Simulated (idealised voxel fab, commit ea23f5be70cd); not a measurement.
This is a process module. Its name is voxel transistor to metal.
We display cut, a cross-section 170 nm in width whose square cells are each 5 nm.
Cross-section = grid of square cells, listed top down in bands; band = one or more rows.
Read a band's entry like this: the first values are the height of its top and the height of its bottom in nm, and what follows is the sequence of materials from left to right, each with its width in nm. Note that "blank" is empty space, and that a single material marked "everywhere" reaches across the band from edge to edge.
We count height from 0. Below that, the starting wafer is all one material. The lowest band never ends at the bottom but goes on down; see "top 0, no bottom" for how that is written.
Quick explanation for "30->40": the width changes in equal steps down the rows of cells, from the first number in the band's top row to the second number in its bottom row.
"nothing was modified" -> step changed no cross-section cell.
The entry titled "Enclosed void list" provides the empty spaces that have no open way to the top, restricted to those of 8 cells or more. Each is presented as width x height at distance, the distance being measured from the left edge, with all three in nm.
Read whatever lies past the settings on a step's line as the simulator's own remark about the step.
"overlay nm" on a masked step: distance the mask lay right of its planned place, negative for left.
### Process steps foreseen in the plan
1) RECEIVE: material Si
2) CONFORMAL_DEP: material SiO2, thk nm 5
3) CONFORMAL_DEP: material SiN, thk nm 10
4) DIRECTIONAL_DEP: material aC, thk nm 10
5) PATTERN: tone cover, mask id ACTIVE, material resist, width nm 110, thk nm 25, overlay nm 0
6) DIRECTIONAL_ETCH: etch materials aC, depth nm 10
7) STRIP: etch materials resist
8) DIRECTIONAL_ETCH: etch materials SiN, depth nm 10
9) DIRECTIONAL_ETCH: etch materials SiO2, depth nm 5
10) DIRECTIONAL_ETCH: etch materials Si, depth nm 20
11) STRIP: etch materials aC
12) FILL_DEP: material SiO2, thk nm 15
13) CMP: height nm 15
14) SELECTIVE_ETCH: etch materials SiO2, depth nm 5
15) STRIP: etch materials SiN
16) SELECTIVE_ETCH: etch materials SiO2, depth nm 5
17) OXIDIZE: depth nm 5
18) DIRECTIONAL_DEP: material polySi, thk nm 30
19) DIRECTIONAL_DEP: material SiCN, thk nm 15
20) MASKED_ETCH: tone cover, mask id GATE, width nm 30, etch materials SiCN, depth nm 25, overlay nm 0
21) MASKED_ETCH: tone cover, mask id GATE, width nm 30, etch materials polySi, depth nm 40, overlay nm 0
22) CONFORMAL_DEP: material SiN, thk nm 5
23) DIRECTIONAL_ETCH: etch materials SiN, depth nm 5
24) DIRECTIONAL_ETCH: etch materials SiO2, depth nm 5
25) DIRECTIONAL_ETCH: etch materials Si, depth nm 15
26) EPI: material pSi, thk nm 15
27) FILL_DEP: material SiO2, thk nm 10
28) CMP: height nm 30
29) STRIP: etch materials polySi
30) SELECTIVE_ETCH: etch materials SiO2, depth nm 5
31) CONFORMAL_DEP: material HfO2, thk nm 5
32) CONFORMAL_DEP: material TiN, thk nm 5
33) FILL_DEP: material W, thk nm 5
34) CMP: height nm 25
35) DIRECTIONAL_DEP: material SiO2, thk nm 10
36) PATTERN: tone open, mask id CONTACT, material resist, width nm 15, pitch nm 75, thk nm 20, overlay nm 0
37) DIRECTIONAL_ETCH: etch materials SiO2, depth nm 40
38) STRIP: etch materials resist
39) CONFORMAL_DEP: material TiN, thk nm 5
40) FILL_DEP: material Ru, thk nm 10
41) CMP: height nm 35
42) DIRECTIONAL_DEP: material TiN, thk nm 5
43) DIRECTIONAL_DEP: material W, thk nm 25
44) DIRECTIONAL_DEP: material aC, thk nm 15
45) PATTERN: tone cover, mask id METAL_1, material resist, width nm 15, pitch nm 75, thk nm 30, overlay nm 0
46) DIRECTIONAL_ETCH: etch materials aC, depth nm 15
47) STRIP: etch materials resist
48) DIRECTIONAL_ETCH: etch materials W, depth nm 25
49) DIRECTIONAL_ETCH: etch materials TiN, depth nm 5
50) STRIP: etch materials aC
51) CONFORMAL_DEP: material SiCN, thk nm 5
52) FILL_DEP: material lowk, thk nm 10
53) CMP: height nm 65
54) CONFORMAL_DEP: material SiCN, thk nm 5
### Cross-section, incoming material, after step 1
* top 0, no bottom | Si everywhere
* Enclosed void list: none
### Final wafer profile in cross-section after the module, from the same start and plan as above, with one mistake made during processing
* top 70, bottom 65 | SiCN everywhere
* top 65, bottom 40 | lowk (35), then SiCN (5), then W (15), then SiCN (5), then lowk (50), then SiCN (5), then W (15), then SiCN (5), then lowk (35)
* top 40, bottom 35 | SiCN (40), then TiN (15), then SiCN (60), then TiN (15), then SiCN (40)
* top 35, bottom 25 | SiO2 (40), then TiN (5), then Ru (5), then TiN (5), then SiO2 (60), then TiN (5), then Ru (5), then TiN (5), then SiO2 (40)
* top 25, bottom 15 | SiO2 (40), then TiN (5), then Ru (5), then TiN (5), then SiO2 (10), then SiN (5), then TiN (5), then HfO2 (5), then W (10), then HfO2 (5), then TiN (5), then SiN (5), then SiO2 (10), then TiN (5), then Ru (5), then TiN (5), then SiO2 (40)
* top 15, bottom 10 | SiO2 (40), then TiN (15), then SiO2 (10), then SiN (5), then TiN (5), then HfO2 (5), then W (10), then HfO2 (5), then TiN (5), then SiN (5), then SiO2 (10), then TiN (15), then SiO2 (40)
* top 10, bottom 5 | SiO2 (40), then TiN (10), then pSi (15), then SiN (5), then TiN (5), then HfO2 (5), then W (10), then HfO2 (5), then TiN (5), then SiN (5), then pSi (15), then TiN (10), then SiO2 (40)
* top 5, bottom 0 | SiO2 (25), then SiN (5), then SiO2 (10), then TiN (10), then pSi (15), then SiN (5), then TiN (5), then HfO2 (20), then TiN (5), then SiN (5), then pSi (15), then TiN (10), then SiO2 (10), then SiN (5), then SiO2 (25)
* top 0, bottom -5 | SiO2 (40), then TiN (10), then pSi (15), then TiN (40), then pSi (15), then TiN (10), then SiO2 (40)
* top -5, bottom -20 | SiO2 (30), then pSi (35), then Si (40), then pSi (35), then SiO2 (30)
* top -20, no bottom | Si everywhere
* Enclosed void list: none
Run error: swap of plan steps 31 and 32 during execution
